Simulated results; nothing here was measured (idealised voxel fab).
The following process module bears the name voxel gate over fins.
The figure presents cross-section cut, which has a width of 290 nm and is divided into square cells with an edge length of 5 nm.
Reading order for cross-sections: top band down to bottom band. Underlying form: a grid of square cells. Band size: one or more rows of cells.
This entry defines a band. It first specifies the height of the band's top and the height of its bottom in nm, and then specifies the band's materials from left to right, stating each material with its width in nm. The word "all across" identifies a single material that fills the band from edge to edge, while the word "air" identifies empty space.
Convention: height 0 is the level below which the wafer, as received, is all one material. The lowest band does not terminate at the bottom but continues downward, represented as "0..down".
Graded width ("30 to 40"): value in top row of band = first number; value in bottom row = second number; row-to-row change constant.
"no alterations made" (step): cross-section cells unchanged, all of them.
In "Trapped cavities" the enclosed voids are listed, meaning empty spaces of 8 cells or larger without any opening to the top. The form is width x height at distance, distance from the left edge, units nm.
That trailing text on a step's line, after the settings, is the simulator's own remark on the step.
"overlay nm" denotes, for a step that has a mask, the displacement of the mask to the right of its planned place, with negative values corresponding to the left.
Listed below are the process steps as planned:
1: RECEIVE with material Si
2: CONFORMAL_DEP with material SiN, thk nm 10
3: DIRECTIONAL_DEP with material aC, thk nm 10
4: PATTERN with tone cover, mask id FINS, material resist, width nm 15, pitch nm 45, thk nm 30, overlay nm 0
5: DIRECTIONAL_ETCH with etch materials aC, depth nm 10
6: STRIP with etch materials resist
7: DIRECTIONAL_ETCH with etch materials SiN, depth nm 10
8: DIRECTIONAL_ETCH with etch materials Si, depth nm 40
9: STRIP with etch materials aC
10: OXIDIZE with depth nm 5
11: FILL_DEP with material SiO2, thk nm 5
12: CMP with height nm 10
13: SELECTIVE_ETCH with etch materials SiO2, depth nm 25
14: STRIP with etch materials SiN
15: CONFORMAL_DEP with material HfO2, thk nm 5
16: CONFORMAL_DEP with material TiN, thk nm 5
17: CONFORMAL_DEP with material TiAl, thk nm 5
18: CONFORMAL_DEP with material TiN, thk nm 5
19: FILL_DEP with material W, thk nm 10
20: CMP with height nm 25
21: CONFORMAL_DEP with material SiN, thk nm 5
Received-state cross-section, reflecting completion of step 1:
- 0..down  Si all across
- Trapped cavities: none
End-of-module cross-section of the first of two wafers, processed as planned:
- 30..25  SiN all across
- 25..20  W all across
- 20..15  75 nm W / 135 nm TiN / 80 nm W
- 15..10  75 nm W / 5 nm TiN / 35 nm TiAl / 10 nm TiN / 35 nm TiAl / 10 nm TiN / 35 nm TiAl / 5 nm TiN / 80 nm W
- 10..5  75 nm W / 5 nm TiN / 5 nm TiAl / 25 nm TiN / 5 nm TiAl / 10 nm TiN / 5 nm TiAl / 25 nm TiN / 5 nm TiAl / 10 nm TiN / 5 nm TiAl / 25 nm TiN / 5 nm TiAl / 5 nm TiN / 80 nm W
- 5..0  80 nm TiN / 5 nm TiAl / 5 nm TiN / 15 nm HfO2 / 5 nm TiN / 5 nm TiAl / 10 nm TiN / 5 nm TiAl / 5 nm TiN / 15 nm HfO2 / 5 nm TiN / 5 nm TiAl / 10 nm TiN / 5 nm TiAl / 5 nm TiN / 15 nm HfO2 / 5 nm TiN / 5 nm TiAl / 85 nm TiN
- 0..-5  85 nm TiAl / 5 nm TiN / 5 nm HfO2 / 5 nm Si / 5 nm HfO2 / 5 nm TiN / 20 nm TiAl / 5 nm TiN / 5 nm HfO2 / 5 nm Si / 5 nm HfO2 / 5 nm TiN / 20 nm TiAl / 5 nm TiN / 5 nm HfO2 / 5 nm Si / 5 nm HfO2 / 5 nm TiN / 90 nm TiAl
- -5..-10  90 nm TiN / 5 nm HfO2 / 5 nm Si / 5 nm HfO2 / 30 nm TiN / 5 nm HfO2 / 5 nm Si / 5 nm HfO2 / 30 nm TiN / 5 nm HfO2 / 5 nm Si / 5 nm HfO2 / 95 nm TiN
- -10..-15  95 nm HfO2 / 5 nm Si / 40 nm HfO2 / 5 nm Si / 40 nm HfO2 / 5 nm Si / 100 nm HfO2
- -15..-45  95 nm SiO2 / 5 nm Si / 40 nm SiO2 / 5 nm Si / 40 nm SiO2 / 5 nm Si / 100 nm SiO2
- -45..down  Si all across
- Trapped cavities: none
Second wafer at the end: like start, like plan, one mistake:
- 30..25  SiN all across
- 25..20  W all across
- 20..15  75 nm W / 140 nm TiN / 75 nm W
- 15..10  75 nm W / 5 nm TiN / 40 nm TiAl / 5 nm TiN / 40 nm TiAl / 5 nm TiN / 40 nm TiAl / 5 nm TiN / 75 nm W
- 10..5  75 nm W / 5 nm TiN / 5 nm TiAl / 30 nm TiN / 5 nm TiAl / 5 nm TiN / 5 nm TiAl / 30 nm TiN / 5 nm TiAl / 5 nm TiN / 5 nm TiAl / 30 nm TiN / 5 nm TiAl / 5 nm TiN / 75 nm W
- 5..0  80 nm TiN / 5 nm TiAl / 5 nm TiN / 20 nm HfO2 / 5 nm TiN / 5 nm TiAl / 5 nm TiN / 5 nm TiAl / 5 nm TiN / 20 nm HfO2 / 5 nm TiN / 5 nm TiAl / 5 nm TiN / 5 nm TiAl / 5 nm TiN / 20 nm HfO2 / 5 nm TiN / 5 nm TiAl / 80 nm TiN
- 0..-5  85 nm TiAl / 5 nm TiN / 5 nm HfO2 / 10 nm Si / 5 nm HfO2 / 5 nm TiN / 15 nm TiAl / 5 nm TiN / 5 nm HfO2 / 10 nm Si / 5 nm HfO2 / 5 nm TiN / 15 nm TiAl / 5 nm TiN / 5 nm HfO2 / 10 nm Si / 5 nm HfO2 / 5 nm TiN / 85 nm TiAl
- -5..-10  90 nm TiN / 5 nm HfO2 / 10 nm Si / 5 nm HfO2 / 25 nm TiN / 5 nm HfO2 / 10 nm Si / 5 nm HfO2 / 25 nm TiN / 5 nm HfO2 / 10 nm Si / 5 nm HfO2 / 90 nm TiN
- -10..-15  95 nm HfO2 / 10 nm Si / 35 nm HfO2 / 10 nm Si / 35 nm HfO2 / 10 nm Si / 95 nm HfO2
- -15..-45  95 nm SiO2 / 10 nm Si / 35 nm SiO2 / 10 nm Si / 35 nm SiO2 / 10 nm Si / 95 nm SiO2
- -45..down  Si all across
- Trapped cavities: none
What went wrong in running the wafer? step 4 was not run as planned; what actually ran was PATTERN with tone cover, mask id FINS, material resist, width nm 20, pitch nm 45, thk nm 30, overlay nm 0
Wrapping up, a cell-based count of both wafers puts the second over or under the first for these materials: 27 more of Si; 18 fewer of SiO2; 6 fewer of TiN; 3 fewer of W
